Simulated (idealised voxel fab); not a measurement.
Module name: voxel wiring stack (process module)
Shown is cross-section cut, with a width of 195 nm and square cells of size 5 nm.
In this document a cross-section is written as a grid of square cells. It is given as a series of bands, listed from the top down, and a band is one or more rows of cells.
Band: top height; bottom height; in nm. Then, left to right: material with width in nm, for each material. "full width": a single material spanning edge to edge. "air": empty space.
For the purposes of this specification, 0 denotes the height below which the wafer in its as-received condition is composed wholly of one material, and the lowermost band, lacking a lower limit, extends downward without end, as expressed in "0 and below".
A width such as "30->40" changes by the same amount from each row of cells to the next, from the band's top row to its bottom row.
The cross-section has no changed cell in any step marked "no modification".
Closed-off voids of 8+ cells (no open route to the top) go in "Closed empty spaces", written width x height at distance from the left edge, in nm.
Read whatever lies past the settings on a step's line as the simulator's own remark about the step.
overlay nm: right-of-plan distance of the mask on a masked step; negative values mean left-of-plan.
Here's what the planned process steps look like
| 1 | RECEIVE with material Si |
| 2 | CONFORMAL_DEP with material SiO2, thk nm 15 |
| 3 | CONFORMAL_DEP with material SiN, thk nm 5 |
| 4 | DIRECTIONAL_DEP with material lowk, thk nm 15 |
| 5 | PATTERN with tone open, mask id METAL_1, material resist, width nm 30, pitch nm 45, thk nm 15, overlay nm 0 |
| 6 | DIRECTIONAL_ETCH with etch materials lowk, depth nm 15 |
| 7 | DIRECTIONAL_ETCH with etch materials SiN, depth nm 5 |
| 8 | STRIP with etch materials resist |
| 9 | CONFORMAL_DEP with material TiN, thk nm 5 |
| 10 | FILL_DEP with material Cu, thk nm 10 |
| 11 | CMP with height nm 35 |
| 12 | EPI with material Ru, thk nm 5 |
| 13 | FILL_DEP with material SiCN, thk nm 5 |
| 14 | DIRECTIONAL_DEP with material lowk, thk nm 15 |
| 15 | PATTERN with tone open, mask id PLUG_1, material resist, width nm 15, pitch nm 45, thk nm 15, overlay nm 0 |
| 16 | DIRECTIONAL_ETCH with etch materials lowk, depth nm 15 |
| 17 | DIRECTIONAL_ETCH with etch materials SiCN, depth nm 5 |
| 18 | STRIP with etch materials resist |
| 19 | EPI with material Ru, thk nm 10 |
| 20 | EPI with material Ru, thk nm 10 |
| 21 | DIRECTIONAL_DEP with material TiN, thk nm 5 |
| 22 | DIRECTIONAL_DEP with material Ru, thk nm 20 |
| 23 | MASKED_ETCH with tone cover, mask id METAL_2, width nm 30, pitch nm 45, etch materials Ru, depth nm 20, overlay nm 0 |
| 24 | MASKED_ETCH with tone cover, mask id METAL_2, width nm 30, pitch nm 45, etch materials TiN, depth nm 5, overlay nm 0 |
| 25 | FILL_DEP with material SiO2, thk nm 5 |
| 26 | CMP with height nm 85 |
| 27 | CONFORMAL_DEP with material SiCN, thk nm 5 |
| 28 | DIRECTIONAL_DEP with material SiO2, thk nm 30 |
| 29 | PATTERN with tone open, mask id METAL_3, material resist, width nm 30, pitch nm 45, thk nm 15, overlay nm 0 |
| 30 | DIRECTIONAL_ETCH with etch materials SiO2, depth nm 20 |
| 31 | STRIP with etch materials resist |
| 32 | PATTERN with tone open, mask id METAL_3_HOLES, material resist, width nm 15, pitch nm 90, thk nm 15, overlay nm 0 |
| 33 | DIRECTIONAL_ETCH with etch materials SiO2, depth nm 10 |
| 34 | DIRECTIONAL_ETCH with etch materials SiCN, depth nm 5 |
| 35 | STRIP with etch materials resist |
| 36 | CONFORMAL_DEP with material TiN, thk nm 5 |
| 37 | FILL_DEP with material Cu, thk nm 10 |
| 38 | CMP with height nm 120 |
| 39 | CONFORMAL_DEP with material SiCN, thk nm 5 |
As-received state of the wafer in cross-section, equivalent to post-step 1
- 0 and below  Si full width
- Closed empty spaces: none
Run as planned - first of the two wafers cross-sectioned at the end of the module
- 125 down to 120  SiCN full width
- 120 down to 105  SiO2 (15); TiN (5); Cu (20); TiN (5); SiO2 (15); TiN (5); Cu (20); TiN (5); SiO2 (15); TiN (5); Cu (20); TiN (5); SiO2 (15); TiN (5); Cu (20); TiN (5); SiO2 (15)
- 105 down to 100  SiO2 (15); TiN (5); Cu (5); TiN (20); SiO2 (15); TiN (30); SiO2 (15); TiN (5); Cu (5); TiN (20); SiO2 (15); TiN (30); SiO2 (15)
- 100 down to 90  SiO2 (15); TiN (5); Cu (5); TiN (5); SiO2 (75); TiN (5); Cu (5); TiN (5); SiO2 (75)
- 90 down to 85  SiCN (15); TiN (15); SiCN (75); TiN (15); SiCN (75)
- 85 down to 65  SiO2 (15); Ru (30); SiO2 (15); Ru (30); SiO2 (15); Ru (30); SiO2 (15); Ru (30); SiO2 (15)
- 65 down to 60  SiO2 (15); TiN (30); SiO2 (15); TiN (30); SiO2 (15); TiN (30); SiO2 (15); TiN (30); SiO2 (15)
- 60 down to 45  lowk (15); Ru (15); lowk (30); Ru (15); lowk (30); Ru (15); lowk (30); Ru (15); lowk (30)
- 45 down to 35  SiCN (15->10); Ru (15->40); SiCN (30->5); Ru (15->40); SiCN (30->5); Ru (15->40); SiCN (30->5); Ru (15->40); SiCN (30->10)
- 35 down to 20  lowk (15); TiN (5); Cu (20); TiN (5); lowk (15); TiN (5); Cu (20); TiN (5); lowk (15); TiN (5); Cu (20); TiN (5); lowk (15); TiN (5); Cu (20); TiN (5); lowk (15)
- 20 down to 15  SiN (15); TiN (30); SiN (15); TiN (30); SiN (15); TiN (30); SiN (15); TiN (30); SiN (15)
- 15 down to 0  SiO2 full width
- 0 and below  Si full width
- Closed empty spaces: none
Second wafer cross-section at end of module - shared start and plan with the first, one mistake in the run
- 125 down to 120  SiCN full width
- 120 down to 105  SiO2 (15); TiN (5); Cu (20); TiN (5); SiO2 (15); TiN (5); Cu (20); TiN (5); SiO2 (15); TiN (5); Cu (20); TiN (5); SiO2 (15); TiN (5); Cu (20); TiN (5); SiO2 (15)
- 105 down to 100  SiO2 (15); TiN (5); Cu (5); TiN (20); SiO2 (15); TiN (30); SiO2 (15); TiN (5); Cu (5); TiN (20); SiO2 (15); TiN (30); SiO2 (15)
- 100 down to 90  SiO2 (15); TiN (5); Cu (5); TiN (5); SiO2 (75); TiN (5); Cu (5); TiN (5); SiO2 (75)
- 90 down to 85  SiCN (15); TiN (15); SiCN (75); TiN (15); SiCN (75)
- 85 down to 80  SiO2 (15); TiN (30); SiO2 (15); TiN (30); SiO2 (15); TiN (30); SiO2 (15); TiN (30); SiO2 (15)
- 80 down to 60  Ru full width
- 60 down to 45  lowk (15); Ru (15); lowk (30); Ru (15); lowk (30); Ru (15); lowk (30); Ru (15); lowk (30)
- 45 down to 35  SiCN (15->10); Ru (15->40); SiCN (30->5); Ru (15->40); SiCN (30->5); Ru (15->40); SiCN (30->5); Ru (15->40); SiCN (30->10)
- 35 down to 20  lowk (15); TiN (5); Cu (20); TiN (5); lowk (15); TiN (5); Cu (20); TiN (5); lowk (15); TiN (5); Cu (20); TiN (5); lowk (15); TiN (5); Cu (20); TiN (5); lowk (15)
- 20 down to 15  SiN (15); TiN (30); SiN (15); TiN (30); SiN (15); TiN (30); SiN (15); TiN (30); SiN (15)
- 15 down to 0  SiO2 full width
- 0 and below  Si full width
- Closed empty spaces: none
Nonconformance to the process plan: swap of plan steps 21 and 22 during execution
Final wafer comparison in cells, second versus first, more or fewer per material: 60 more of Ru; 60 fewer of SiO2
